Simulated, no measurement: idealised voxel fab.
The process module that follows is named voxel wiring stack.
Section cut is 225 nm wide and gridded with 5 nm square cells.
A cross-section is a grid of square cells, given in bands from the top down. A band is one or more rows of cells.
Read a band's entry like this: the first values are the height of its top and the height of its bottom in nm, and what follows is the sequence of materials from left to right, each with its width in nm. Note that "air" is empty space, and that a single material marked "throughout" reaches across the band from edge to edge.
Below 0: as-received wafer, all one material; heights counted from there. Lowest band: no bottom, goes on down, written "0 nm and below".
Width: "30..40" (first number = top row, second number = bottom row, same change from row to row of cells).
The cross-section has no changed cell in any step marked "identical to before".
"Sealed-off cavities" specifies each empty space that is not open to the top and that occupies no fewer than 8 cells, using the form width x height at distance, the distance measured from the left edge and all three quantities in nm.
Post-settings text on a step line: simulator's own remark regarding the step.
The "overlay nm" setting may appear on a step's line; for a step that uses a mask, it gives how far to the right of its planned position the mask lay, and a negative value indicates the left.

[Planned process steps]
1: RECEIVE, material Si
2: CONFORMAL_DEP, material SiO2, thk nm 10
3: CONFORMAL_DEP, material SiCN, thk nm 5
4: DIRECTIONAL_DEP, material SiO2, thk nm 25
5: MASKED_ETCH, tone open, mask id METAL_1, width nm 25, pitch nm 45, etch materials SiO2, depth nm 25, overlay nm 0
6: MASKED_ETCH, tone open, mask id METAL_1, width nm 25, pitch nm 45, etch materials SiCN, depth nm 5, overlay nm 0
7: CONFORMAL_DEP, material TiN, thk nm 5
8: FILL_DEP, material Ru, thk nm 5
9: CMP, height nm 40
10: CONFORMAL_DEP, material SiCN, thk nm 5
11: DIRECTIONAL_DEP, material lowk, thk nm 30
12: PATTERN, tone open, mask id METAL_2_HOLES, material resist, width nm 15, thk nm 20, overlay nm 0
13: DIRECTIONAL_ETCH, etch materials lowk, depth nm 30
14: STRIP, etch materials resist
15: PATTERN, tone open, mask id METAL_2, material resist, width nm 25, pitch nm 45, thk nm 15, overlay nm 0
16: DIRECTIONAL_ETCH, etch materials lowk, depth nm 15
17: DIRECTIONAL_ETCH, etch materials SiCN, depth nm 5
18: STRIP, etch materials resist
19: CONFORMAL_DEP, material TiN, thk nm 5
20: FILL_DEP, material Cu, thk nm 5
21: CMP, height nm 75
22: CONFORMAL_DEP, material SiCN, thk nm 5
23: DIRECTIONAL_DEP, material SiO2, thk nm 20
24: PATTERN, tone open, mask id PLUG_2, material resist, width nm 15, pitch nm 45, thk nm 20, overlay nm 0
25: DIRECTIONAL_ETCH, etch materials SiO2, depth nm 20
26: DIRECTIONAL_ETCH, etch materials SiCN, depth nm 5
27: STRIP, etch materials resist
28: EPI, material Ru, thk nm 10
29: EPI, material Ru, thk nm 10
30: EPI, material Ru, thk nm 5
31: DIRECTIONAL_DEP, material TiN, thk nm 5
32: DIRECTIONAL_DEP, material Ru, thk nm 20
33: DIRECTIONAL_DEP, material aC, thk nm 15
34: PATTERN, tone cover, mask id METAL_3, material resist, width nm 25, pitch nm 45, thk nm 30, overlay nm 0
35: DIRECTIONAL_ETCH, etch materials aC, depth nm 15
36: STRIP, etch materials resist
37: DIRECTIONAL_ETCH, etch materials Ru, depth nm 20
38: DIRECTIONAL_ETCH, etch materials TiN, depth nm 5
39: STRIP, etch materials aC
40: FILL_DEP, material SiO2, thk nm 10
41: CMP, height nm 125
42: CONFORMAL_DEP, material SiCN, thk nm 5

[First of the two wafers, run per plan]

[Cross-section of the incoming wafer, state after step 1]
* 0 nm and below = Si throughout
* Sealed-off cavities: none

[Upon completion of step 2, the wafer appears in cross-section as shown]
* 10 nm to 0 nm = SiO2 throughout
* Below 0, no change.

[Upon completion of step 3, the wafer appears in cross-section as shown]
* 15 nm to 10 nm = SiCN throughout
* Below 10, no change.

[Upon completion of step 4, the wafer appears in cross-section as shown]
* 40 nm to 15 nm = SiO2 throughout
* Below 15, no change.

[Upon completion of step 5, the wafer appears in cross-section as shown]
* 40 nm to 15 nm = SiO2: 75  air: 25  SiO2: 20  air: 25  SiO2: 80
* Below 15, no change.

[Upon completion of step 6, the wafer appears in cross-section as shown]
* 40 nm to 15 nm = SiO2: 75  air: 25  SiO2: 20  air: 25  SiO2: 80
* 15 nm to 10 nm = SiCN: 75  air: 25  SiCN: 20  air: 25  SiCN: 80
* Below 10, no change.

[Upon completion of step 7, the wafer appears in cross-section as shown]
* 45 nm to 40 nm = TiN: 80  air: 15  TiN: 30  air: 15  TiN: 85
* 40 nm to 15 nm = SiO2: 75  TiN: 5  air: 15  TiN: 5  SiO2: 20  TiN: 5  air: 15  TiN: 5  SiO2: 80
* 15 nm to 10 nm = SiCN: 75  TiN: 25  SiCN: 20  TiN: 25  SiCN: 80
* Below 10, no change.

[Upon completion of step 8, the wafer appears in cross-section as shown]
* 50 nm to 45 nm = Ru throughout
* 45 nm to 40 nm = TiN: 80  Ru: 15  TiN: 30  Ru: 15  TiN: 85
* 40 nm to 15 nm = SiO2: 75  TiN: 5  Ru: 15  TiN: 5  SiO2: 20  TiN: 5  Ru: 15  TiN: 5  SiO2: 80
* Below 15, no change.

[Upon completion of step 9, the wafer appears in cross-section as shown]
* 40 nm to 15 nm = SiO2: 75  TiN: 5  Ru: 15  TiN: 5  SiO2: 20  TiN: 5  Ru: 15  TiN: 5  SiO2: 80
* Below 15, no change.

[Upon completion of step 10, the wafer appears in cross-section as shown]
* 45 nm to 40 nm = SiCN throughout
* Below 40, no change.

[Upon completion of step 11, the wafer appears in cross-section as shown]
* 75 nm to 45 nm = lowk throughout
* Below 45, no change.

[Upon completion of step 12, the wafer appears in cross-section as shown]
* 95 nm to 75 nm = resist: 75  air: 15  resist: 135
* Below 75, no change.

[Upon completion of step 13, the wafer appears in cross-section as shown]
* 95 nm to 75 nm = resist: 75  air: 15  resist: 135
* 75 nm to 45 nm = lowk: 75  air: 15  lowk: 135
* Below 45, no change.

[Upon completion of step 14, the wafer appears in cross-section as shown]
* 75 nm to 45 nm = lowk: 75  air: 15  lowk: 135
* Below 45, no change.

[Upon completion of step 15, the wafer appears in cross-section as shown]
* 90 nm to 75 nm = resist: 75  air: 25  resist: 20  air: 25  resist: 80
* Below 75, no change.

[Upon completion of step 16, the wafer appears in cross-section as shown]
* 90 nm to 75 nm = resist: 75  air: 25  resist: 20  air: 25  resist: 80
* 75 nm to 60 nm = lowk: 75  air: 25  lowk: 20  air: 25  lowk: 80
* Below 60, no change.

[Upon completion of step 17, the wafer appears in cross-section as shown]
* 90 nm to 75 nm = resist: 75  air: 25  resist: 20  air: 25  resist: 80
* 75 nm to 60 nm = lowk: 75  air: 25  lowk: 20  air: 25  lowk: 80
* 60 nm to 45 nm = lowk: 75  air: 15  lowk: 135
* 45 nm to 40 nm = SiCN: 75  air: 15  SiCN: 135
* Below 40, no change.

[Upon completion of step 18, the wafer appears in cross-section as shown]
* 75 nm to 60 nm = lowk: 75  air: 25  lowk: 20  air: 25  lowk: 80
* Below 60, no change.

[Upon completion of step 19, the wafer appears in cross-section as shown]
* 80 nm to 75 nm = TiN: 80  air: 15  TiN: 30  air: 15  TiN: 85
* 75 nm to 65 nm = lowk: 75  TiN: 5  air: 15  TiN: 5  lowk: 20  TiN: 5  air: 15  TiN: 5  lowk: 80
* 65 nm to 60 nm = lowk: 75  TiN: 5  air: 5  TiN: 15  lowk: 20  TiN: 25  lowk: 80
* 60 nm to 45 nm = lowk: 75  TiN: 5  air: 5  TiN: 5  lowk: 135
* 45 nm to 40 nm = SiCN: 75  TiN: 15  SiCN: 135
* Below 40, no change.

[Upon completion of step 20, the wafer appears in cross-section as shown]
* 85 nm to 80 nm = Cu throughout
* 80 nm to 75 nm = TiN: 80  Cu: 15  TiN: 30  Cu: 15  TiN: 85
* 75 nm to 65 nm = lowk: 75  TiN: 5  Cu: 15  TiN: 5  lowk: 20  TiN: 5  Cu: 15  TiN: 5  lowk: 80
* 65 nm to 60 nm = lowk: 75  TiN: 5  Cu: 5  TiN: 15  lowk: 20  TiN: 25  lowk: 80
* 60 nm to 45 nm = lowk: 75  TiN: 5  Cu: 5  TiN: 5  lowk: 135
* Below 45, no change.

[Upon completion of step 21, the wafer appears in cross-section as shown]
* 75 nm to 65 nm = lowk: 75  TiN: 5  Cu: 15  TiN: 5  lowk: 20  TiN: 5  Cu: 15  TiN: 5  lowk: 80
* Below 65, no change.

[Upon completion of step 22, the wafer appears in cross-section as shown]
* 80 nm to 75 nm = SiCN throughout
* Below 75, no change.

[Upon completion of step 23, the wafer appears in cross-section as shown]
* 100 nm to 80 nm = SiO2 throughout
* Below 80, no change.

[Upon completion of step 24, the wafer appears in cross-section as shown]
* 120 nm to 100 nm = resist: 75  air: 15  resist: 30  air: 15  resist: 90
* Below 100, no change.

[Upon completion of step 25, the wafer appears in cross-section as shown]
* 120 nm to 100 nm = resist: 75  air: 15  resist: 30  air: 15  resist: 90
* 100 nm to 80 nm = SiO2: 75  air: 15  SiO2: 30  air: 15  SiO2: 90
* Below 80, no change.

[Upon completion of step 26, the wafer appears in cross-section as shown]
* 120 nm to 100 nm = resist: 75  air: 15  resist: 30  air: 15  resist: 90
* 100 nm to 80 nm = SiO2: 75  air: 15  SiO2: 30  air: 15  SiO2: 90
* 80 nm to 75 nm = SiCN: 75  air: 15  SiCN: 30  air: 15  SiCN: 90
* Below 75, no change.

[Upon completion of step 27, the wafer appears in cross-section as shown]
* 100 nm to 80 nm = SiO2: 75  air: 15  SiO2: 30  air: 15  SiO2: 90
* Below 80, no change.

[Upon completion of step 28, the wafer appears in cross-section as shown]
* 100 nm to 85 nm = SiO2: 75  air: 15  SiO2: 30  air: 15  SiO2: 90
* 85 nm to 80 nm = SiO2: 75  Ru: 15  SiO2: 30  Ru: 15  SiO2: 90
* 80 nm to 75 nm = SiCN: 75  Ru: 15  SiCN: 30  Ru: 15  SiCN: 90
* Below 75, no change.

[Upon completion of step 29, the wafer appears in cross-section as shown]
* 100 nm to 95 nm = SiO2: 75  air: 15  SiO2: 30  air: 15  SiO2: 90
* 95 nm to 80 nm = SiO2: 75  Ru: 15  SiO2: 30  Ru: 15  SiO2: 90
* Below 80, no change.

[Upon completion of step 30, the wafer appears in cross-section as shown]
* 100 nm to 80 nm = SiO2: 75  Ru: 15  SiO2: 30  Ru: 15  SiO2: 90
* Below 80, no change.

[Upon completion of step 31, the wafer appears in cross-section as shown]
* 105 nm to 100 nm = TiN throughout
* Below 100, no change.

[Upon completion of step 32, the wafer appears in cross-section as shown]
* 125 nm to 105 nm = Ru throughout
* Below 105, no change.

[Upon completion of step 33, the wafer appears in cross-section as shown]
* 140 nm to 125 nm = aC throughout
* Below 125, no change.

[Upon completion of step 34, the wafer appears in cross-section as shown]
* 170 nm to 140 nm = air: 75  resist: 25  air: 20  resist: 25  air: 80
* Below 140, no change.

[Upon completion of step 35, the wafer appears in cross-section as shown]
* 155 nm to 140 nm = air: 75  resist: 25  air: 20  resist: 25  air: 80
* 140 nm to 125 nm = air: 75  aC: 25  air: 20  aC: 25  air: 80
* Below 125, no change.

[Upon completion of step 36, the wafer appears in cross-section as shown]
* 140 nm to 125 nm = air: 75  aC: 25  air: 20  aC: 25  air: 80
* Below 125, no change.

[Upon completion of step 37, the wafer appears in cross-section as shown]
* 140 nm to 125 nm = air: 75  aC: 25  air: 20  aC: 25  air: 80
* 125 nm to 105 nm = air: 75  Ru: 25  air: 20  Ru: 25  air: 80
* Below 105, no change.

[Upon completion of step 38, the wafer appears in cross-section as shown]
* 140 nm to 125 nm = air: 75  aC: 25  air: 20  aC: 25  air: 80
* 125 nm to 105 nm = air: 75  Ru: 25  air: 20  Ru: 25  air: 80
* 105 nm to 100 nm = air: 75  TiN: 25  air: 20  TiN: 25  air: 80
* Below 100, no change.

[Upon completion of step 39, the wafer appears in cross-section as shown]
* 125 nm to 105 nm = air: 75  Ru: 25  air: 20  Ru: 25  air: 80
* Below 105, no change.

[Upon completion of step 40, the wafer appears in cross-section as shown]
* 135 nm to 125 nm = SiO2 throughout
* 125 nm to 105 nm = SiO2: 75  Ru: 25  SiO2: 20  Ru: 25  SiO2: 80
* 105 nm to 100 nm = SiO2: 75  TiN: 25  SiO2: 20  TiN: 25  SiO2: 80
* Below 100, no change.

[Upon completion of step 41, the wafer appears in cross-section as shown]
* 125 nm to 105 nm = SiO2: 75  Ru: 25  SiO2: 20  Ru: 25  SiO2: 80
* Below 105, no change.

[Upon completion of step 42, the wafer appears in cross-section as shown]
* 130 nm to 125 nm = SiCN throughout
* Below 125, no change.

[For the second wafer, take the first wafer's start and plan, then add one mistake made in running it; everything through step 33, that step included, is shared with the first]

[Cross-section of the second wafer corresponding to the planned conclusion of step 34]
* 170 nm to 140 nm = resist: 75  air: 25  resist: 20  air: 25  resist: 80
* Below 140, no change.

[Cross-section of the second wafer corresponding to the planned conclusion of step 35]
* 155 nm to 140 nm = resist: 75  air: 25  resist: 20  air: 25  resist: 80
* 140 nm to 125 nm = aC: 75  air: 25  aC: 20  air: 25  aC: 80
* Below 125, no change.

[Cross-section of the second wafer corresponding to the planned conclusion of step 36]
* 140 nm to 125 nm = aC: 75  air: 25  aC: 20  air: 25  aC: 80
* Below 125, no change.

[Cross-section of the second wafer corresponding to the planned conclusion of step 37]
* 140 nm to 125 nm = aC: 75  air: 25  aC: 20  air: 25  aC: 80
* 125 nm to 105 nm = Ru: 75  air: 25  Ru: 20  air: 25  Ru: 80
* Below 105, no change.

[Cross-section of the second wafer corresponding to the planned conclusion of step 38]
* 140 nm to 125 nm = aC: 75  air: 25  aC: 20  air: 25  aC: 80
* 125 nm to 105 nm = Ru: 75  air: 25  Ru: 20  air: 25  Ru: 80
* 105 nm to 100 nm = TiN: 75  air: 25  TiN: 20  air: 25  TiN: 80
* Below 100, no change.

[Cross-section of the second wafer corresponding to the planned conclusion of step 39]
* 125 nm to 105 nm = Ru: 75  air: 25  Ru: 20  air: 25  Ru: 80
* Below 105, no change.

[Cross-section of the second wafer corresponding to the planned conclusion of step 40]
* 135 nm to 125 nm = SiO2 throughout
* 125 nm to 105 nm = Ru: 75  SiO2: 25  Ru: 20  SiO2: 25  Ru: 80
* 105 nm to 100 nm = TiN: 75  SiO2: 25  TiN: 20  SiO2: 25  TiN: 80
* Below 100, no change.

[Cross-section of the second wafer corresponding to the planned conclusion of step 41]
* 125 nm to 105 nm = Ru: 75  SiO2: 25  Ru: 20  SiO2: 25  Ru: 80
* Below 105, no change.

[Cross-section of the second wafer corresponding to the planned conclusion of step 42]
* 130 nm to 125 nm = SiCN throughout
* Below 125, no change.
It is concluded that the wafer was processed incorrectly with respect to the plan, in that so step 34 ended up running with a different setting than we planned, it ran as PATTERN, tone open, mask id METAL_3, material resist, width nm 25, pitch nm 45, thk nm 30, overlay nm 0
at the end the second wafer has, in cells: Ru +100, SiO2 -125, TiN +25
